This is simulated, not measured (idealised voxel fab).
The process module that follows is named voxel wiring stack.
For reference, the cross-section in this document is cut, with width 235 nm and square cells of 5 nm.
A cross-section is a grid of square cells, given in bands from the top down. A band is one or more rows of cells. First you get the band's top height and its bottom height, in nm, and then the materials it's made of, left to right, with each width in nm. If you see a single material with "throughout", that one covers the band edge to edge. "blank" is empty space. Zero point of the height axis is 0; under it, received wafer = one material. Lowest band: continues down indefinitely, "top 0, no bottom". The width entry "30 to 40" should be interpreted row by row: the top row of cells in the band takes the first number, the bottom row takes the second number, and the change between adjacent rows is uniform throughout. Take "nothing got changed" at face value: in the step it is given for, the cross-section changed in none of its cells. Entry "Closed void register" = empty spaces >= 8 cells with no open way to the top; each as width x height at distance, distance from left edge, all nm. Note: text after step settings on the step line = simulator remark on that step. The line of a step may include "overlay nm". On a step with a mask, this value is how far to the right of its planned place the mask lay. A negative value means the mask lay to the left. Pairs follow: section before one process step, section after it down to the lowest changed band, step with settings underneath. Pairs may come from different runs of this module on the same starting wafer; continuity with the pair above only as stated in the "Pre-step condition" entry.
# Pre-step condition
* top 160, bottom 145 | lowk throughout
* top 145, bottom 140 | SiCN throughout
* top 140, bottom 125 | SiO2: 20 / Ru: 15 / SiO2: 40 / Ru: 15 / SiO2: 40 / Ru: 15 / SiO2: 40 / Ru: 15 / SiO2: 35
* top 125, bottom 120 | SiCN: 20 / Ru: 15 / SiCN: 40 / Ru: 15 / SiCN: 40 / Ru: 15 / SiCN: 40 / Ru: 15 / SiCN: 35
* top 120, bottom 110 | lowk: 20 / TiN: 5 / Cu: 15 / TiN: 5 / lowk: 30 / TiN: 5 / Cu: 15 / TiN: 5 / lowk: 30 / TiN: 5 / Cu: 15 / TiN: 5 / lowk: 30 / TiN: 5 / Cu: 15 / TiN: 5 / lowk: 25
* top 110, bottom 105 | lowk: 20 / TiN: 5 / Cu: 5 / TiN: 15 / lowk: 30 / TiN: 25 / lowk: 30 / TiN: 5 / Cu: 5 / TiN: 15 / lowk: 30 / TiN: 25 / lowk: 25
* top 105, bottom 95 | lowk: 20 / TiN: 5 / Cu: 5 / TiN: 5 / lowk: 95 / TiN: 5 / Cu: 5 / TiN: 5 / lowk: 90
* top 95, bottom 90 | SiCN: 20 / TiN: 15 / SiCN: 95 / TiN: 15 / SiCN: 90
* top 90, bottom 65 | SiO2: 20 / Ru: 25 / SiO2: 30 / Ru: 25 / SiO2: 30 / Ru: 25 / SiO2: 30 / Ru: 25 / SiO2: 25
* top 65, bottom 60 | SiO2: 20 / TiN: 25 / SiO2: 30 / TiN: 25 / SiO2: 30 / TiN: 25 / SiO2: 30 / TiN: 25 / SiO2: 25
* top 60, bottom 40 | SiO2: 15 / TiN: 5 / Ru: 5 / TiN: 5 / SiO2: 95 / TiN: 5 / Ru: 5 / TiN: 5 / SiO2: 95
* top 40, bottom 35 | SiCN: 15 / TiN: 15 / SiCN: 95 / TiN: 15 / SiCN: 95
* top 35, bottom 20 | lowk: 15 / SiN: 5 / W: 25 / SiN: 5 / lowk: 20 / SiN: 5 / W: 25 / SiN: 5 / lowk: 20 / SiN: 5 / W: 25 / SiN: 5 / lowk: 20 / SiN: 5 / W: 25 / SiN: 5 / lowk: 20
* top 20, bottom 15 | SiN: 20 / TiN: 25 / SiN: 30 / TiN: 25 / SiN: 30 / TiN: 25 / SiN: 30 / TiN: 25 / SiN: 25
* top 15, bottom 0 | SiO2 throughout
* top 0, no bottom | Si throughout
* Closed void register: none
# Cross-Section After Step
* top 160, bottom 145 | lowk: 20 / blank: 25 / lowk: 30 / blank: 25 / lowk: 30 / blank: 25 / lowk: 30 / blank: 25 / lowk: 25
* Heights below 145 show no change.
* Closed void register: none
In between the cross-sections above, the run called for MASKED_ETCH (tone open; mask id METAL_4; width nm 25; pitch nm 55; etch materials lowk; depth nm 15; overlay nm 0)
Pre-step condition: the pre-step structure is the one depicted after the step in the pair just above.
# Cross-Section After Step
* top 160, bottom 145 | lowk: 20 / blank: 25 / lowk: 30 / blank: 25 / lowk: 30 / blank: 25 / lowk: 30 / blank: 25 / lowk: 25
* top 145, bottom 140 | SiCN: 20 / blank: 25 / SiCN: 30 / blank: 25 / SiCN: 30 / blank: 25 / SiCN: 30 / blank: 25 / SiCN: 25
* Heights below 140 show no change.
* Closed void register: none
In between the cross-sections above, the run called for MASKED_ETCH (tone open; mask id METAL_4; width nm 25; pitch nm 55; etch materials SiCN; depth nm 5; overlay nm 0)
Pre-step condition: the pre-step structure is the one depicted after the step in the pair just above.
# Cross-Section After Step
* top 165, bottom 160 | TiN: 25 / blank: 15 / TiN: 40 / blank: 15 / TiN: 40 / blank: 15 / TiN: 40 / blank: 15 / TiN: 30
* top 160, bottom 145 | lowk: 20 / TiN: 5 / blank: 15 / TiN: 5 / lowk: 30 / TiN: 5 / blank: 15 / TiN: 5 / lowk: 30 / TiN: 5 / blank: 15 / TiN: 5 / lowk: 30 / TiN: 5 / blank: 15 / TiN: 5 / lowk: 25
* top 145, bottom 140 | SiCN: 20 / TiN: 25 / SiCN: 30 / TiN: 25 / SiCN: 30 / TiN: 25 / SiCN: 30 / TiN: 25 / SiCN: 25
* Heights below 140 show no change.
* Closed void register: none
In between the cross-sections above, the run called for CONFORMAL_DEP (material TiN; thk nm 5)
Pre-step condition: the pre-step structure is the one depicted after the step in the pair just above.
# Cross-Section After Step
* top 175, bottom 165 | Cu throughout
* top 165, bottom 160 | TiN: 25 / Cu: 15 / TiN: 40 / Cu: 15 / TiN: 40 / Cu: 15 / TiN: 40 / Cu: 15 / TiN: 30
* top 160, bottom 145 | lowk: 20 / TiN: 5 / Cu: 15 / TiN: 5 / lowk: 30 / TiN: 5 / Cu: 15 / TiN: 5 / lowk: 30 / TiN: 5 / Cu: 15 / TiN: 5 / lowk: 30 / TiN: 5 / Cu: 15 / TiN: 5 / lowk: 25
* Heights below 145 show no change.
* Closed void register: none
In between the cross-sections above, the run called for FILL_DEP (material Cu; thk nm 10)
Pre-step condition: the pre-step structure is the one depicted after the step in the pair just above.
# Cross-Section After Step
* top 160, bottom 145 | lowk: 20 / TiN: 5 / Cu: 15 / TiN: 5 / lowk: 30 / TiN: 5 / Cu: 15 / TiN: 5 / lowk: 30 / TiN: 5 / Cu: 15 / TiN: 5 / lowk: 30 / TiN: 5 / Cu: 15 / TiN: 5 / lowk: 25
* Heights below 145 show no change.
* Closed void register: none
In between the cross-sections above, the run called for CMP (height nm 160)
Pre-step condition: the pre-step structure is the one depicted after the step in the pair just above.
# Cross-Section After Step
* top 165, bottom 160 | blank: 15 / Ru: 35 / blank: 20 / Ru: 35 / blank: 20 / Ru: 35 / blank: 20 / Ru: 35 / blank: 20
* Heights below 160 show no change.
* Closed void register: none
In between the cross-sections above, the run called for EPI (material Ru; thk nm 5)
Pre-step condition: the pre-step structure is the one depicted after the step in the pair just above.
# Cross-Section After Step
* top 170, bottom 165 | SiCN throughout
* top 165, bottom 160 | SiCN: 15 / Ru: 35 / SiCN: 20 / Ru: 35 / SiCN: 20 / Ru: 35 / SiCN: 20 / Ru: 35 / SiCN: 20
* Heights below 160 show no change.
* Closed void register: none
In between the cross-sections above, the run called for FILL_DEP (material SiCN; thk nm 5)
# Pre-step condition
* top 90, bottom 65 | SiO2: 20 / Ru: 25 / SiO2: 30 / Ru: 25 / SiO2: 30 / Ru: 25 / SiO2: 30 / Ru: 25 / SiO2: 25
* top 65, bottom 60 | SiO2: 20 / TiN: 25 / SiO2: 30 / TiN: 25 / SiO2: 30 / TiN: 25 / SiO2: 30 / TiN: 25 / SiO2: 25
* top 60, bottom 40 | SiO2: 20 / TiN: 5 / Ru: 5 / TiN: 5 / SiO2: 95 / TiN: 5 / Ru: 5 / TiN: 5 / SiO2: 90
* top 40, bottom 35 | SiCN: 20 / TiN: 15 / SiCN: 95 / TiN: 15 / SiCN: 90
* top 35, bottom 20 | lowk: 15 / SiN: 5 / W: 25 / SiN: 5 / lowk: 20 / SiN: 5 / W: 25 / SiN: 5 / lowk: 20 / SiN: 5 / W: 25 / SiN: 5 / lowk: 20 / SiN: 5 / W: 25 / SiN: 5 / lowk: 20
* top 20, bottom 15 | SiN: 20 / TiN: 25 / SiN: 30 / TiN: 25 / SiN: 30 / TiN: 25 / SiN: 30 / TiN: 25 / SiN: 25
* top 15, bottom 0 | SiO2 throughout
* top 0, no bottom | Si throughout
* Closed void register: none
# Cross-Section After Step
* top 95, bottom 90 | W throughout
* Heights below 90 show no change.
* Closed void register: none
In between the cross-sections above, the run called for CONFORMAL_DEP (material W; thk nm 5)
Pre-step condition: the pre-step structure is the one depicted after the step in the pair just above.
# Cross-Section After Step
* top 120, bottom 95 | lowk throughout
* Heights below 95 show no change.
* Closed void register: none
In between the cross-sections above, the run called for DIRECTIONAL_DEP (material lowk; thk nm 25)
Pre-step condition: the pre-step structure is the one depicted after the step in the pair just above.
# Cross-Section After Step
* top 120, bottom 95 | lowk: 20 / blank: 15 / lowk: 95 / blank: 15 / lowk: 90
* Heights below 95 show no change.
* Closed void register: none
In between the cross-sections above, the run called for MASKED_ETCH (tone open; mask id METAL_3_HOLES; width nm 15; pitch nm 110; etch materials lowk; depth nm 25; overlay nm 0)
Pre-step condition: the pre-step structure is the one depicted after the step in the pair just above.
# Cross-Section After Step
* top 140, bottom 120 | resist: 20 / blank: 25 / resist: 30 / blank: 25 / resist: 30 / blank: 25 / resist: 30 / blank: 25 / resist: 25
* Heights below 120 show no change.
* Closed void register: none
In between the cross-sections above, the run called for PATTERN (tone open; mask id METAL_3; material resist; width nm 25; pitch nm 55; thk nm 20; overlay nm 0)
Pre-step condition: the pre-step structure is the one depicted after the step in the pair just above.
# Cross-Section After Step
* top 140, bottom 120 | resist: 20 / blank: 25 / resist: 30 / blank: 25 / resist: 30 / blank: 25 / resist: 30 / blank: 25 / resist: 25
* top 120, bottom 105 | lowk: 20 / blank: 25 / lowk: 30 / blank: 25 / lowk: 30 / blank: 25 / lowk: 30 / blank: 25 / lowk: 25
* Heights below 105 show no change.
* Closed void register: none
In between the cross-sections above, the run called for DIRECTIONAL_ETCH (etch materials lowk; depth nm 15)
Pre-step condition: the pre-step structure is the one depicted after the step in the pair just above.
# Cross-Section After Step
* top 120, bottom 105 | lowk: 20 / blank: 25 / lowk: 30 / blank: 25 / lowk: 30 / blank: 25 / lowk: 30 / blank: 25 / lowk: 25
* Heights below 105 show no change.
* Closed void register: none
In between the cross-sections above, the run called for STRIP (etch materials resist)
Pre-step condition: the pre-step structure is the one depicted after the step in the pair just above.
# Cross-Section After Step
* top 125, bottom 120 | TiN: 25 / blank: 15 / TiN: 40 / blank: 15 / TiN: 40 / blank: 15 / TiN: 40 / blank: 15 / TiN: 30
* top 120, bottom 110 | lowk: 20 / TiN: 5 / blank: 15 / TiN: 5 / lowk: 30 / TiN: 5 / blank: 15 / TiN: 5 / lowk: 30 / TiN: 5 / blank: 15 / TiN: 5 / lowk: 30 / TiN: 5 / blank: 15 / TiN: 5 / lowk: 25
* top 110, bottom 105 | lowk: 20 / TiN: 5 / blank: 5 / TiN: 15 / lowk: 30 / TiN: 25 / lowk: 30 / TiN: 5 / blank: 5 / TiN: 15 / lowk: 30 / TiN: 25 / lowk: 25
* top 105, bottom 100 | lowk: 20 / TiN: 5 / blank: 5 / TiN: 5 / lowk: 95 / TiN: 5 / blank: 5 / TiN: 5 / lowk: 90
* top 100, bottom 95 | lowk: 20 / TiN: 15 / lowk: 95 / TiN: 15 / lowk: 90
* Heights below 95 show no change.
* Closed void register: none
In between the cross-sections above, the run called for CONFORMAL_DEP (material TiN; thk nm 5)
Pre-step condition: the pre-step structure is the one depicted after the step in the pair just above.
# Cross-Section After Step
* top 135, bottom 125 | Cu throughout
* top 125, bottom 120 | TiN: 25 / Cu: 15 / TiN: 40 / Cu: 15 / TiN: 40 / Cu: 15 / TiN: 40 / Cu: 15 / TiN: 30
* top 120, bottom 110 | lowk: 20 / TiN: 5 / Cu: 15 / TiN: 5 / lowk: 30 / TiN: 5 / Cu: 15 / TiN: 5 / lowk: 30 / TiN: 5 / Cu: 15 / TiN: 5 / lowk: 30 / TiN: 5 / Cu: 15 / TiN: 5 / lowk: 25
* top 110, bottom 105 | lowk: 20 / TiN: 5 / Cu: 5 / TiN: 15 / lowk: 30 / TiN: 25 / lowk: 30 / TiN: 5 / Cu: 5 / TiN: 15 / lowk: 30 / TiN: 25 / lowk: 25
* top 105, bottom 100 | lowk: 20 / TiN: 5 / Cu: 5 / TiN: 5 / lowk: 95 / TiN: 5 / Cu: 5 / TiN: 5 / lowk: 90
* Heights below 100 show no change.
* Closed void register: none
In between the cross-sections above, the run called for FILL_DEP (material Cu; thk nm 10)
Pre-step condition: the pre-step structure is the one depicted after the step in the pair just above.
# Cross-Section After Step
* top 120, bottom 110 | lowk: 20 / TiN: 5 / Cu: 15 / TiN: 5 / lowk: 30 / TiN: 5 / Cu: 15 / TiN: 5 / lowk: 30 / TiN: 5 / Cu: 15 / TiN: 5 / lowk: 30 / TiN: 5 / Cu: 15 / TiN: 5 / lowk: 25
* Heights below 110 show no change.
* Closed void register: none
In between the cross-sections above, the run called for CMP (height nm 120)
Pre-step condition: the pre-step structure is the one depicted after the step in the pair just above.
# Cross-Section After Step
* top 125, bottom 120 | SiCN throughout
* Heights below 120 show no change.
* Closed void register: none
In between the cross-sections above, the run called for CONFORMAL_DEP (material SiCN; thk nm 5)
Pre-step condition: the pre-step structure is the one depicted after the step in the pair just above.
# Cross-Section After Step
* top 140, bottom 125 | SiO2 throughout
* Heights below 125 show no change.
* Closed void register: none
In between the cross-sections above, the run called for DIRECTIONAL_DEP (material SiO2; thk nm 15)
Pre-step condition: the pre-step structure is the one depicted after the step in the pair just above.
# Cross-Section After Step
* top 160, bottom 140 | resist: 20 / blank: 15 / resist: 40 / blank: 15 / resist: 40 / blank: 15 / resist: 40 / blank: 15 / resist: 35
* Heights below 140 show no change.
* Closed void register: none
In between the cross-sections above, the run called for PATTERN (tone open; mask id PLUG_3; material resist; width nm 15; pitch nm 55; thk nm 20; overlay nm 0)
Pre-step condition: the pre-step structure is the one depicted after the step in the pair just above.
# Cross-Section After Step
* top 160, bottom 140 | resist: 20 / blank: 15 / resist: 40 / blank: 15 / resist: 40 / blank: 15 / resist: 40 / blank: 15 / resist: 35
* top 140, bottom 125 | SiO2: 20 / blank: 15 / SiO2: 40 / blank: 15 / SiO2: 40 / blank: 15 / SiO2: 40 / blank: 15 / SiO2: 35
* Heights below 125 show no change.
* Closed void register: none
In between the cross-sections above, the run called for DIRECTIONAL_ETCH (etch materials SiO2; depth nm 15)
Pre-step condition: the pre-step structure is the one depicted after the step in the pair just above.
# Cross-Section After Step
* top 160, bottom 140 | resist: 20 / blank: 15 / resist: 40 / blank: 15 / resist: 40 / blank: 15 / resist: 40 / blank: 15 / resist: 35
* top 140, bottom 125 | SiO2: 20 / blank: 15 / SiO2: 40 / blank: 15 / SiO2: 40 / blank: 15 / SiO2: 40 / blank: 15 / SiO2: 35
* top 125, bottom 120 | SiCN: 20 / blank: 15 / SiCN: 40 / blank: 15 / SiCN: 40 / blank: 15 / SiCN: 40 / blank: 15 / SiCN: 35
* Heights below 120 show no change.
* Closed void register: none
In between the cross-sections above, the run called for DIRECTIONAL_ETCH (etch materials SiCN; depth nm 5)
Pre-step condition: the pre-step structure is the one depicted after the step in the pair just above.
# Cross-Section After Step
* top 140, bottom 125 | SiO2: 20 / blank: 15 / SiO2: 40 / blank: 15 / SiO2: 40 / blank: 15 / SiO2: 40 / blank: 15 / SiO2: 35
* Heights below 125 show no change.
* Closed void register: none
In between the cross-sections above, the run called for STRIP (etch materials resist)
Pre-step condition: the pre-step structure is the one depicted after the step in the pair just above.
# Cross-Section After Step
* top 140, bottom 130 | SiO2: 20 / blank: 15 / SiO2: 40 / blank: 15 / SiO2: 40 / blank: 15 / SiO2: 40 / blank: 15 / SiO2: 35
* top 130, bottom 125 | SiO2: 20 / Ru: 15 / SiO2: 40 / Ru: 15 / SiO2: 40 / Ru: 15 / SiO2: 40 / Ru: 15 / SiO2: 35
* top 125, bottom 120 | SiCN: 20 / Ru: 15 / SiCN: 40 / Ru: 15 / SiCN: 40 / Ru: 15 / SiCN: 40 / Ru: 15 / SiCN: 35
* Heights below 120 show no change.
* Closed void register: none
In between the cross-sections above, the run called for EPI (material Ru; thk nm 10)
Pre-step condition: the pre-step structure is the one depicted after the step in the pair just above.
# Cross-Section After Step
* top 140, bottom 125 | SiO2: 20 / Ru: 15 / SiO2: 40 / Ru: 15 / SiO2: 40 / Ru: 15 / SiO2: 40 / Ru: 15 / SiO2: 35
* Heights below 125 show no change.
* Closed void register: none
In between the cross-sections above, the run called for EPI (material Ru; thk nm 10)
Pre-step condition: the pre-step structure is the one depicted after the step in the pair just above.
# Cross-Section After Step
* top 145, bottom 140 | SiCN throughout
* Heights below 140 show no change.
* Closed void register: none
In between the cross-sections above, the run called for CONFORMAL_DEP (material SiCN; thk nm 5)
Pre-step condition: the pre-step structure is the one depicted after the step in the pair just above.
# Cross-Section After Step
* top 160, bottom 145 | lowk throughout
* Heights below 145 show no change.
* Closed void register: none
In between the cross-sections above, the run called for DIRECTIONAL_DEP (material lowk; thk nm 15)
Pre-step condition: the pre-step structure is the one depicted after the step in the pair just above.
# Cross-Section After Step
* top 160, bottom 145 | lowk: 20 / blank: 25 / lowk: 30 / blank: 25 / lowk: 30 / blank: 25 / lowk: 30 / blank: 25 / lowk: 25
* Heights below 145 show no change.
* Closed void register: none
In between the cross-sections above, the run called for MASKED_ETCH (tone open; mask id METAL_4; width nm 25; pitch nm 55; etch materials lowk; depth nm 15; overlay nm 0)
Pre-step condition: the pre-step structure is the one depicted after the step in the pair just above.
# Cross-Section After Step
* top 160, bottom 145 | lowk: 20 / blank: 25 / lowk: 30 / blank: 25 / lowk: 30 / blank: 25 / lowk: 30 / blank: 25 / lowk: 25
* top 145, bottom 140 | SiCN: 20 / blank: 25 / SiCN: 30 / blank: 25 / SiCN: 30 / blank: 25 / SiCN: 30 / blank: 25 / SiCN: 25
* Heights below 140 show no change.
* Closed void register: none
In between the cross-sections above, the run called for MASKED_ETCH (tone open; mask id METAL_4; width nm 25; pitch nm 55; etch materials SiCN; depth nm 5; overlay nm 0)
Pre-step condition: the pre-step structure is the one depicted after the step in the pair just above.
# Cross-Section After Step
* top 165, bottom 160 | TiN: 25 / blank: 15 / TiN: 40 / blank: 15 / TiN: 40 / blank: 15 / TiN: 40 / blank: 15 / TiN: 30
* top 160, bottom 145 | lowk: 20 / TiN: 5 / blank: 15 / TiN: 5 / lowk: 30 / TiN: 5 / blank: 15 / TiN: 5 / lowk: 30 / TiN: 5 / blank: 15 / TiN: 5 / lowk: 30 / TiN: 5 / blank: 15 / TiN: 5 / lowk: 25
* top 145, bottom 140 | SiCN: 20 / TiN: 25 / SiCN: 30 / TiN: 25 / SiCN: 30 / TiN: 25 / SiCN: 30 / TiN: 25 / SiCN: 25
* Heights below 140 show no change.
* Closed void register: none
In between the cross-sections above, the run called for CONFORMAL_DEP (material TiN; thk nm 5)
Pre-step condition: the pre-step structure is the one depicted after the step in the pair just above.
# Cross-Section After Step
* top 175, bottom 165 | Cu throughout
* top 165, bottom 160 | TiN: 25 / Cu: 15 / TiN: 40 / Cu: 15 / TiN: 40 / Cu: 15 / TiN: 40 / Cu: 15 / TiN: 30
* top 160, bottom 145 | lowk: 20 / TiN: 5 / Cu: 15 / TiN: 5 / lowk: 30 / TiN: 5 / Cu: 15 / TiN: 5 / lowk: 30 / TiN: 5 / Cu: 15 / TiN: 5 / lowk: 30 / TiN: 5 / Cu: 15 / TiN: 5 / lowk: 25
* Heights below 145 show no change.
* Closed void register: none
In between the cross-sections above, the run called for FILL_DEP (material Cu; thk nm 10)
Pre-step condition: the pre-step structure is the one depicted after the step in the pair just above.
# Cross-Section After Step
* top 160, bottom 145 | lowk: 20 / TiN: 5 / Cu: 15 / TiN: 5 / lowk: 30 / TiN: 5 / Cu: 15 / TiN: 5 / lowk: 30 / TiN: 5 / Cu: 15 / TiN: 5 / lowk: 30 / TiN: 5 / Cu: 15 / TiN: 5 / lowk: 25
* Heights below 145 show no change.
* Closed void register: none
In between the cross-sections above, the run called for CMP (height nm 160)
Pre-step condition: the pre-step structure is the one depicted after the step in the pair just above.
# Cross-Section After Step
* top 165, bottom 160 | blank: 15 / Ru: 35 / blank: 20 / Ru: 35 / blank: 20 / Ru: 35 / blank: 20 / Ru: 35 / blank: 20
* Heights below 160 show no change.
* Closed void register: none
In between the cross-sections above, the run called for EPI (material Ru; thk nm 5)
Pre-step condition: the pre-step structure is the one depicted after the step in the pair just above.
# Cross-Section After Step
* top 170, bottom 165 | SiCN throughout
* top 165, bottom 160 | SiCN: 15 / Ru: 35 / SiCN: 20 / Ru: 35 / SiCN: 20 / Ru: 35 / SiCN: 20 / Ru: 35 / SiCN: 20
* Heights below 160 show no change.
* Closed void register: none
In between the cross-sections above, the run called for FILL_DEP (material SiCN; thk nm 5)
# Pre-step condition
* top 70, bottom 60 | aC throughout
* top 60, bottom 40 | SiO2 throughout
* top 40, bottom 35 | SiCN throughout
* top 35, bottom 20 | lowk: 15 / SiN: 5 / W: 25 / SiN: 5 / lowk: 20 / SiN: 5 / W: 25 / SiN: 5 / lowk: 20 / SiN: 5 / W: 25 / SiN: 5 / lowk: 20 / SiN: 5 / W: 25 / SiN: 5 / lowk: 20
* top 20, bottom 15 | SiN: 20 / TiN: 25 / SiN: 30 / TiN: 25 / SiN: 30 / TiN: 25 / SiN: 30 / TiN: 25 / SiN: 25
* top 15, bottom 0 | SiO2 throughout
* top 0, no bottom | Si throughout
* Closed void register: none
# Cross-Section After Step
* top 100, bottom 70 | blank: 20 / resist: 15 / blank: 95 / resist: 15 / blank: 90
* Heights below 70 show no change.
* Closed void register: none
In between the cross-sections above, the run called for PATTERN (tone cover; mask id PLUG_1; material resist; width nm 15; pitch nm 110; thk nm 30; overlay nm 0)
Pre-step condition: the pre-step structure is the one depicted after the step in the pair just above.
# Cross-Section After Step
* top 90, bottom 70 | blank: 20 / resist: 15 / blank: 95 / resist: 15 / blank: 90
* top 70, bottom 60 | blank: 20 / aC: 15 / blank: 95 / aC: 15 / blank: 90
* Heights below 60 show no change.
* Closed void register: none
In between the cross-sections above, the run called for DIRECTIONAL_ETCH (etch materials aC; depth nm 10)
Pre-step condition: the pre-step structure is the one depicted after the step in the pair just above.
# Cross-Section After Step
* top 70, bottom 60 | blank: 20 / aC: 15 / blank: 95 / aC: 15 / blank: 90
* Heights below 60 show no change.
* Closed void register: none
In between the cross-sections above, the run called for STRIP (etch materials resist)
Pre-step condition: the pre-step structure is the one depicted after the step in the pair just above.
# Cross-Section After Step
* top 70, bottom 60 | blank: 20 / aC: 15 / blank: 95 / aC: 15 / blank: 90
* top 60, bottom 40 | blank: 20 / SiO2: 15 / blank: 95 / SiO2: 15 / blank: 90
* Heights below 40 show no change.
* Closed void register: none
In between the cross-sections above, the run called for DIRECTIONAL_ETCH (etch materials SiO2; depth nm 20)
Pre-step condition: the pre-step structure is the one depicted after the step in the pair just above.
# Cross-Section After Step
* top 70, bottom 60 | blank: 20 / aC: 15 / blank: 95 / aC: 15 / blank: 90
* top 60, bottom 40 | blank: 20 / SiO2: 15 / blank: 95 / SiO2: 15 / blank: 90
* top 40, bottom 35 | blank: 20 / SiCN: 15 / blank: 95 / SiCN: 15 / blank: 90
* Heights below 35 show no change.
* Closed void register: none
In between the cross-sections above, the run called for DIRECTIONAL_ETCH (etch materials SiCN; depth nm 5)
Pre-step condition: the pre-step structure is the one depicted after the step in the pair just above.
# Cross-Section After Step
* top 60, bottom 40 | blank: 20 / SiO2: 15 / blank: 95 / SiO2: 15 / blank: 90
* Heights below 40 show no change.
* Closed void register: none
In between the cross-sections above, the run called for STRIP (etch materials aC)
Pre-step condition: the pre-step structure is the one depicted after the step in the pair just above.
# Cross-Section After Step
* top 65, bottom 60 | blank: 15 / TiN: 25 / blank: 85 / TiN: 25 / blank: 85
* top 60, bottom 40 | blank: 15 / TiN: 5 / SiO2: 15 / TiN: 5 / blank: 85 / TiN: 5 / SiO2: 15 / TiN: 5 / blank: 85
* top 40, bottom 35 | TiN: 20 / SiCN: 15 / TiN: 95 / SiCN: 15 / TiN: 90
* Heights below 35 show no change.
* Closed void register: none
In between the cross-sections above, the run called for CONFORMAL_DEP (material TiN; thk nm 5)
Pre-step condition: the pre-step structure is the one depicted after the step in the pair just above.
# Cross-Section After Step
* top 70, bottom 65 | Ru throughout
* top 65, bottom 60 | Ru: 15 / TiN: 25 / Ru: 85 / TiN: 25 / Ru: 85
* top 60, bottom 40 | Ru: 15 / TiN: 5 / SiO2: 15 / TiN: 5 / Ru: 85 / TiN: 5 / SiO2: 15 / TiN: 5 / Ru: 85
* Heights below 40 show no change.
* Closed void register: none
In between the cross-sections above, the run called for FILL_DEP (material Ru; thk nm 5)
Pre-step condition: the pre-step structure is the one depicted after the step in the pair just above.
# Cross-Section After Step
* top 60, bottom 40 | Ru: 15 / TiN: 5 / SiO2: 15 / TiN: 5 / Ru: 85 / TiN: 5 / SiO2: 15 / TiN: 5 / Ru: 85
* Heights below 40 show no change.
* Closed void register: none
In between the cross-sections above, the run called for CMP (height nm 60)
Pre-step condition: the pre-step structure is the one depicted after the step in the pair just above.
# Cross-Section After Step
* top 65, bottom 60 | TiN throughout
* Heights below 60 show no change.
* Closed void register: none
In between the cross-sections above, the run called for DIRECTIONAL_DEP (material TiN; thk nm 5)
Pre-step condition: the pre-step structure is the one depicted after the step in the pair just above.
# Cross-Section After Step
* top 90, bottom 65 | Ru throughout
* Heights below 65 show no change.
* Closed void register: none
In between the cross-sections above, the run called for DIRECTIONAL_DEP (material Ru; thk nm 25)
Pre-step condition: the pre-step structure is the one depicted after the step in the pair just above.
# Cross-Section After Step
* top 110, bottom 90 | blank: 20 / resist: 25 / blank: 30 / resist: 25 / blank: 30 / resist: 25 / blank: 30 / resist: 25 / blank: 25
* Heights below 90 show no change.
* Closed void register: none
In between the cross-sections above, the run called for PATTERN (tone cover; mask id METAL_2; material resist; width nm 25; pitch nm 55; thk nm 20; overlay nm 0)
Pre-step condition: the pre-step structure is the one depicted after the step in the pair just above.
# Cross-Section After Step
* top 110, bottom 90 | blank: 20 / resist: 25 / blank: 30 / resist: 25 / blank: 30 / resist: 25 / blank: 30 / resist: 25 / blank: 25
* top 90, bottom 65 | blank: 20 / Ru: 25 / blank: 30 / Ru: 25 / blank: 30 / Ru: 25 / blank: 30 / Ru: 25 / blank: 25
* Heights below 65 show no change.
* Closed void register: none
In between the cross-sections above, the run called for DIRECTIONAL_ETCH (etch materials Ru; depth nm 25)
Pre-step condition: the pre-step structure is the one depicted after the step in the pair just above.
# Cross-Section After Step
* top 110, bottom 90 | blank: 20 / resist: 25 / blank: 30 / resist: 25 / blank: 30 / resist: 25 / blank: 30 / resist: 25 / blank: 25
* top 90, bottom 65 | blank: 20 / Ru: 25 / blank: 30 / Ru: 25 / blank: 30 / Ru: 25 / blank: 30 / Ru: 25 / blank: 25
* top 65, bottom 60 | blank: 20 / TiN: 25 / blank: 30 / TiN: 25 / blank: 30 / TiN: 25 / blank: 30 / TiN: 25 / blank: 25
* Heights below 60 show no change.
* Closed void register: none
In between the cross-sections above, the run called for DIRECTIONAL_ETCH (etch materials TiN; depth nm 5)
Pre-step condition: the pre-step structure is the one depicted after the step in the pair just above.
# Cross-Section After Step
* top 90, bottom 65 | blank: 20 / Ru: 25 / blank: 30 / Ru: 25 / blank: 30 / Ru: 25 / blank: 30 / Ru: 25 / blank: 25
* Heights below 65 show no change.
* Closed void register: none
In between the cross-sections above, the run called for STRIP (etch materials resist)
Pre-step condition: the pre-step structure is the one depicted after the step in the pair just above.
# Cross-Section After Step
* top 95, bottom 90 | SiO2 throughout
* top 90, bottom 65 | SiO2: 20 / Ru: 25 / SiO2: 30 / Ru: 25 / SiO2: 30 / Ru: 25 / SiO2: 30 / Ru: 25 / SiO2: 25
* top 65, bottom 60 | SiO2: 20 / TiN: 25 / SiO2: 30 / TiN: 25 / SiO2: 30 / TiN: 25 / SiO2: 30 / TiN: 25 / SiO2: 25
* Heights below 60 show no change.
* Closed void register: none
In between the cross-sections above, the run called for FILL_DEP (material SiO2; thk nm 5)
Pre-step condition: the pre-step structure is the one depicted after the step in the pair just above.
# Cross-Section After Step
* top 90, bottom 65 | SiO2: 20 / Ru: 25 / SiO2: 30 / Ru: 25 / SiO2: 30 / Ru: 25 / SiO2: 30 / Ru: 25 / SiO2: 25
* Heights below 65 show no change.
* Closed void register: none
In between the cross-sections above, the run called for CMP (height nm 90)
Pre-step condition: the pre-step structure is the one depicted after the step in the pair just above.
# Cross-Section After Step
* top 95, bottom 90 | SiCN throughout
* Heights below 90 show no change.
* Closed void register: none
In between the cross-sections above, the run called for CONFORMAL_DEP (material SiCN; thk nm 5)
Pre-step condition: the pre-step structure is the one depicted after the step in the pair just above.
# Cross-Section After Step
* top 120, bottom 95 | lowk throughout
* Heights below 95 show no change.
* Closed void register: none
In between the cross-sections above, the run called for DIRECTIONAL_DEP (material lowk; thk nm 25)
Pre-step condition: the pre-step structure is the one depicted after the step in the pair just above.
# Cross-Section After Step
* top 120, bottom 95 | lowk: 20 / blank: 15 / lowk: 95 / blank: 15 / lowk: 90
* Heights below 95 show no change.
* Closed void register: none
In between the cross-sections above, the run called for MASKED_ETCH (tone open; mask id METAL_3_HOLES; width nm 15; pitch nm 110; etch materials lowk; depth nm 25; overlay nm 0)
Pre-step condition: the pre-step structure is the one depicted after the step in the pair just above.
# Cross-Section After Step
* top 140, bottom 120 | resist: 20 / blank: 25 / resist: 30 / blank: 25 / resist: 30 / blank: 25 / resist: 30 / blank: 25 / resist: 25
* Heights below 120 show no change.
* Closed void register: none
In between the cross-sections above, the run called for PATTERN (tone open; mask id METAL_3; material resist; width nm 25; pitch nm 55; thk nm 20; overlay nm 0)
